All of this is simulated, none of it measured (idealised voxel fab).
process module | voxel transistor to metal
cross-section cut | 160 nm wide | cells 5 nm
A cross-section is a grid of square cells, given in bands from the top down. A band is one or more rows of cells.
Each band's line starts with the height of the band's top and of its bottom, in nm. Then come its materials from left to right, each with its width in nm. One material with "throughout" fills the band from edge to edge. "air" is empty space.
Height 0 is the level under which the wafer as received is all one material. The lowest band goes on downwards, as in "0 down".
A width such as "30 to 40" changes by the same amount from each row of cells to the next, from the band's top row to its bottom row.
"no change" after a step means that no cell of the cross-section changed.
closed voids: empty space of 8 cells or more with no open way to the top, each as width x height at its distance from the left edge, in nm
after a step's settings: what the simulator itself notes on the step
overlay nm, on a step with a mask: how far to the right of its planned place the mask lay; to the left if negative
plan
1 op RECEIVE | material Si
2 op CONFORMAL_DEP | material SiO2 | thk nm 5
3 op CONFORMAL_DEP | material SiN | thk nm 10
4 op MASKED_ETCH | tone cover | mask id ACTIVE | width nm 110 | etch materials SiN | depth nm 10 | overlay nm 0
5 op MASKED_ETCH | tone cover | mask id ACTIVE | width nm 110 | etch materials SiO2 | depth nm 5 | overlay nm 0
6 op MASKED_ETCH | tone cover | mask id ACTIVE | width nm 110 | etch materials Si | depth nm 35 | overlay nm 0
7 op OXIDIZE | depth nm 5
8 op FILL_DEP | material SiO2 | thk nm 5
9 op CMP | height nm 15
10 op SELECTIVE_ETCH | etch materials SiO2 | depth nm 10
11 op STRIP | etch materials SiN
12 op SELECTIVE_ETCH | etch materials SiO2 | depth nm 5
13 op OXIDIZE | depth nm 5
14 op DIRECTIONAL_DEP | material polySi | thk nm 20
15 op DIRECTIONAL_DEP | material SiCN | thk nm 10
16 op MASKED_ETCH | tone cover | mask id GATE | width nm 20 | etch materials SiCN | depth nm 20 | overlay nm 0
17 op MASKED_ETCH | tone cover | mask id GATE | width nm 20 | etch materials polySi | depth nm 30 | overlay nm 0
18 op CONFORMAL_DEP | material SiN | thk nm 10
19 op DIRECTIONAL_ETCH | etch materials SiN | depth nm 10
20 op DIRECTIONAL_ETCH | etch materials SiO2 | depth nm 5
21 op DIRECTIONAL_ETCH | etch materials Si | depth nm 10
22 op EPI | material nSi | thk nm 10
23 op FILL_DEP | material SiO2 | thk nm 10
24 op CMP | height nm 30
25 op DIRECTIONAL_DEP | material SiO2 | thk nm 15
26 op MASKED_ETCH | tone open | mask id CONTACT | width nm 30 | pitch nm 60 | etch materials SiO2 | depth nm 50 | overlay nm 0
27 op CONFORMAL_DEP | material TiN | thk nm 5
28 op FILL_DEP | material W | thk nm 10
29 op CMP | height nm 45
30 op DIRECTIONAL_DEP | material TiN | thk nm 5
31 op DIRECTIONAL_DEP | material W | thk nm 25
32 op PATTERN | tone cover | mask id METAL_1 | material resist | width nm 20 | pitch nm 70 | thk nm 15 | overlay nm 0
33 op DIRECTIONAL_ETCH | etch materials W | depth nm 25
34 op DIRECTIONAL_ETCH | etch materials TiN | depth nm 5
35 op STRIP | etch materials resist
36 op CONFORMAL_DEP | material SiCN | thk nm 5
37 op FILL_DEP | material SiO2 | thk nm 5
38 op CMP | height nm 75
39 op CONFORMAL_DEP | material SiCN | thk nm 5
first wafer, as planned
as received, after step 1
  0 down: Si throughout
  closed voids: none
after step 2
  5 to 0: SiO2 throughout
  below 0: unchanged
after step 3
  15 to 5: SiN throughout
  below 5: unchanged
after step 4
  15 to 5: air 25 | SiN 110 | air 25
  below 5: unchanged
after step 5
  15 to 5: air 25 | SiN 110 | air 25
  5 to 0: air 25 | SiO2 110 | air 25
  below 0: unchanged
after step 6
  15 to 5: air 25 | SiN 110 | air 25
  5 to 0: air 25 | SiO2 110 | air 25
  0 to -35: air 25 | Si 110 | air 25
  below -35: unchanged
after step 7
  15 to 5: air 25 | SiN 110 | air 25
  5 to 0: air 25 | SiO2 110 | air 25
  0 to -35: air 25 | SiO2 5 | Si 100 | SiO2 5 | air 25
  -35 to -40: SiO2 30 | Si 100 | SiO2 30
  below -40: unchanged
after step 8
  20 to 15: SiO2 throughout
  15 to 5: SiO2 25 | SiN 110 | SiO2 25
  5 to 0: SiO2 throughout
  0 to -40: SiO2 30 | Si 100 | SiO2 30
  below -40: unchanged
after step 9
  15 to 5: SiO2 25 | SiN 110 | SiO2 25
  below 5: unchanged
after step 10
  15 to 5: air 25 | SiN 110 | air 25
  below 5: unchanged
after step 11
  5 to 0: SiO2 throughout
  below 0: unchanged
after step 12
  0 to -40: SiO2 30 | Si 100 | SiO2 30
  below -40: unchanged
after step 13
  0 to -5: SiO2 throughout
  below -5: unchanged
after step 14
  20 to 0: polySi throughout
  below 0: unchanged
after step 15
  30 to 20: SiCN throughout
  below 20: unchanged
after step 16
  30 to 20: air 70 | SiCN 20 | air 70
  below 20: unchanged
after step 17
  30 to 20: air 70 | SiCN 20 | air 70
  20 to 0: air 70 | polySi 20 | air 70
  below 0: unchanged
after step 18
  40 to 30: air 60 | SiN 40 | air 60
  30 to 20: air 60 | SiN 10 | SiCN 20 | SiN 10 | air 60
  20 to 10: air 60 | SiN 10 | polySi 20 | SiN 10 | air 60
  10 to 0: SiN 70 | polySi 20 | SiN 70
  below 0: unchanged
after step 19
  30 to 20: air 60 | SiN 10 | SiCN 20 | SiN 10 | air 60
  20 to 0: air 60 | SiN 10 | polySi 20 | SiN 10 | air 60
  below 0: unchanged
after step 20
  30 to 20: air 60 | SiN 10 | SiCN 20 | SiN 10 | air 60
  20 to 0: air 60 | SiN 10 | polySi 20 | SiN 10 | air 60
  0 to -5: air 60 | SiO2 40 | air 60
  below -5: unchanged
after step 21
  30 to 20: air 60 | SiN 10 | SiCN 20 | SiN 10 | air 60
  20 to 0: air 60 | SiN 10 | polySi 20 | SiN 10 | air 60
  0 to -5: air 60 | SiO2 40 | air 60
  -5 to -15: SiO2 30 | air 30 | Si 40 | air 30 | SiO2 30
  below -15: unchanged
after step 22
  30 to 20: air 60 | SiN 10 | SiCN 20 | SiN 10 | air 60
  20 to 5: air 60 | SiN 10 | polySi 20 | SiN 10 | air 60
  5 to 0: air 50 | nSi 10 | SiN 10 | polySi 20 | SiN 10 | nSi 10 | air 50
  0 to -5: air 50 | nSi 10 | SiO2 40 | nSi 10 | air 50
  -5 to -15: SiO2 30 | nSi 30 | Si 40 | nSi 30 | SiO2 30
  below -15: unchanged
after step 23
  40 to 30: SiO2 throughout
  30 to 20: SiO2 60 | SiN 10 | SiCN 20 | SiN 10 | SiO2 60
  20 to 5: SiO2 60 | SiN 10 | polySi 20 | SiN 10 | SiO2 60
  5 to 0: SiO2 50 | nSi 10 | SiN 10 | polySi 20 | SiN 10 | nSi 10 | SiO2 50
  0 to -5: SiO2 50 | nSi 10 | SiO2 40 | nSi 10 | SiO2 50
  below -5: unchanged
after step 24
  30 to 20: SiO2 60 | SiN 10 | SiCN 20 | SiN 10 | SiO2 60
  below 20: unchanged
after step 25
  45 to 30: SiO2 throughout
  below 30: unchanged
after step 26
  45 to 30: SiO2 35 | air 30 | SiO2 30 | air 30 | SiO2 35
  30 to 20: SiO2 35 | air 25 | SiN 10 | SiCN 20 | SiN 10 | air 25 | SiO2 35
  20 to 5: SiO2 35 | air 25 | SiN 10 | polySi 20 | SiN 10 | air 25 | SiO2 35
  5 to 0: SiO2 35 | air 15 | nSi 10 | SiN 10 | polySi 20 | SiN 10 | nSi 10 | air 15 | SiO2 35
  0 to -5: SiO2 35 | air 15 | nSi 10 | SiO2 40 | nSi 10 | air 15 | SiO2 35
  below -5: unchanged
after step 27
  50 to 45: TiN 40 | air 20 | TiN 40 | air 20 | TiN 40
  45 to 35: SiO2 35 | TiN 5 | air 20 | TiN 5 | SiO2 30 | TiN 5 | air 20 | TiN 5 | SiO2 35
  35 to 30: SiO2 35 | TiN 5 | air 15 | TiN 10 | SiO2 30 | TiN 10 | air 15 | TiN 5 | SiO2 35
  30 to 20: SiO2 35 | TiN 5 | air 15 | TiN 5 | SiN 10 | SiCN 20 | SiN 10 | TiN 5 | air 15 | TiN 5 | SiO2 35
  20 to 10: SiO2 35 | TiN 5 | air 15 | TiN 5 | SiN 10 | polySi 20 | SiN 10 | TiN 5 | air 15 | TiN 5 | SiO2 35
  10 to 5: SiO2 35 | TiN 5 | air 5 | TiN 15 | SiN 10 | polySi 20 | SiN 10 | TiN 15 | air 5 | TiN 5 | SiO2 35
  5 to 0: SiO2 35 | TiN 5 | air 5 | TiN 5 | nSi 10 | SiN 10 | polySi 20 | SiN 10 | nSi 10 | TiN 5 | air 5 | TiN 5 | SiO2 35
  0 to -5: SiO2 35 | TiN 15 | nSi 10 | SiO2 40 | nSi 10 | TiN 15 | SiO2 35
  below -5: unchanged
after step 28
  60 to 50: W throughout
  50 to 45: TiN 40 | W 20 | TiN 40 | W 20 | TiN 40
  45 to 35: SiO2 35 | TiN 5 | W 20 | TiN 5 | SiO2 30 | TiN 5 | W 20 | TiN 5 | SiO2 35
  35 to 30: SiO2 35 | TiN 5 | W 15 | TiN 10 | SiO2 30 | TiN 10 | W 15 | TiN 5 | SiO2 35
  30 to 20: SiO2 35 | TiN 5 | W 15 | TiN 5 | SiN 10 | SiCN 20 | SiN 10 | TiN 5 | W 15 | TiN 5 | SiO2 35
  20 to 10: SiO2 35 | TiN 5 | W 15 | TiN 5 | SiN 10 | polySi 20 | SiN 10 | TiN 5 | W 15 | TiN 5 | SiO2 35
  10 to 5: SiO2 35 | TiN 5 | W 5 | TiN 15 | SiN 10 | polySi 20 | SiN 10 | TiN 15 | W 5 | TiN 5 | SiO2 35
  5 to 0: SiO2 35 | TiN 5 | W 5 | TiN 5 | nSi 10 | SiN 10 | polySi 20 | SiN 10 | nSi 10 | TiN 5 | W 5 | TiN 5 | SiO2 35
  below 0: unchanged
after step 29
  45 to 35: SiO2 35 | TiN 5 | W 20 | TiN 5 | SiO2 30 | TiN 5 | W 20 | TiN 5 | SiO2 35
  below 35: unchanged
after step 30
  50 to 45: TiN throughout
  below 45: unchanged
after step 31
  75 to 50: W throughout
  below 50: unchanged
after step 32
  90 to 75: air 35 | resist 20 | air 50 | resist 20 | air 35
  below 75: unchanged
after step 33
  90 to 75: air 35 | resist 20 | air 50 | resist 20 | air 35
  75 to 50: air 35 | W 20 | air 50 | W 20 | air 35
  below 50: unchanged
after step 34
  90 to 75: air 35 | resist 20 | air 50 | resist 20 | air 35
  75 to 50: air 35 | W 20 | air 50 | W 20 | air 35
  50 to 45: air 35 | TiN 20 | air 50 | TiN 20 | air 35
  below 45: unchanged
after step 35
  75 to 50: air 35 | W 20 | air 50 | W 20 | air 35
  below 50: unchanged
after step 36
  80 to 75: air 30 | SiCN 30 | air 40 | SiCN 30 | air 30
  75 to 50: air 30 | SiCN 5 | W 20 | SiCN 5 | air 40 | SiCN 5 | W 20 | SiCN 5 | air 30
  50 to 45: SiCN 35 | TiN 20 | SiCN 50 | TiN 20 | SiCN 35
  below 45: unchanged
after step 37
  85 to 80: SiO2 throughout
  80 to 75: SiO2 30 | SiCN 30 | SiO2 40 | SiCN 30 | SiO2 30
  75 to 50: SiO2 30 | SiCN 5 | W 20 | SiCN 5 | SiO2 40 | SiCN 5 | W 20 | SiCN 5 | SiO2 30
  below 50: unchanged
after step 38
  75 to 50: SiO2 30 | SiCN 5 | W 20 | SiCN 5 | SiO2 40 | SiCN 5 | W 20 | SiCN 5 | SiO2 30
  below 50: unchanged
after step 39
  80 to 75: SiCN throughout
  below 75: unchanged
second wafer: like start, like plan, one mistake. Through step 35 it matches the first wafer
when step 36 should have ended
  80 to 75: air 30 | polySi 30 | air 40 | polySi 30 | air 30
  75 to 50: air 30 | polySi 5 | W 20 | polySi 5 | air 40 | polySi 5 | W 20 | polySi 5 | air 30
  50 to 45: polySi 35 | TiN 20 | polySi 50 | TiN 20 | polySi 35
  below 45: unchanged
when step 37 should have ended
  85 to 80: SiO2 throughout
  80 to 75: SiO2 30 | polySi 30 | SiO2 40 | polySi 30 | SiO2 30
  75 to 50: SiO2 30 | polySi 5 | W 20 | polySi 5 | SiO2 40 | polySi 5 | W 20 | polySi 5 | SiO2 30
  below 50: unchanged
when step 38 should have ended
  75 to 50: SiO2 30 | polySi 5 | W 20 | polySi 5 | SiO2 40 | polySi 5 | W 20 | polySi 5 | SiO2 30
  below 50: unchanged
when step 39 should have ended
  80 to 75: SiCN throughout
  below 75: unchanged
what went wrong: step 36 ran as: op CONFORMAL_DEP | material polySi | thk nm 5
at the end the second wafer has, in cells: 44 fewer of SiCN | 44 more of polySi
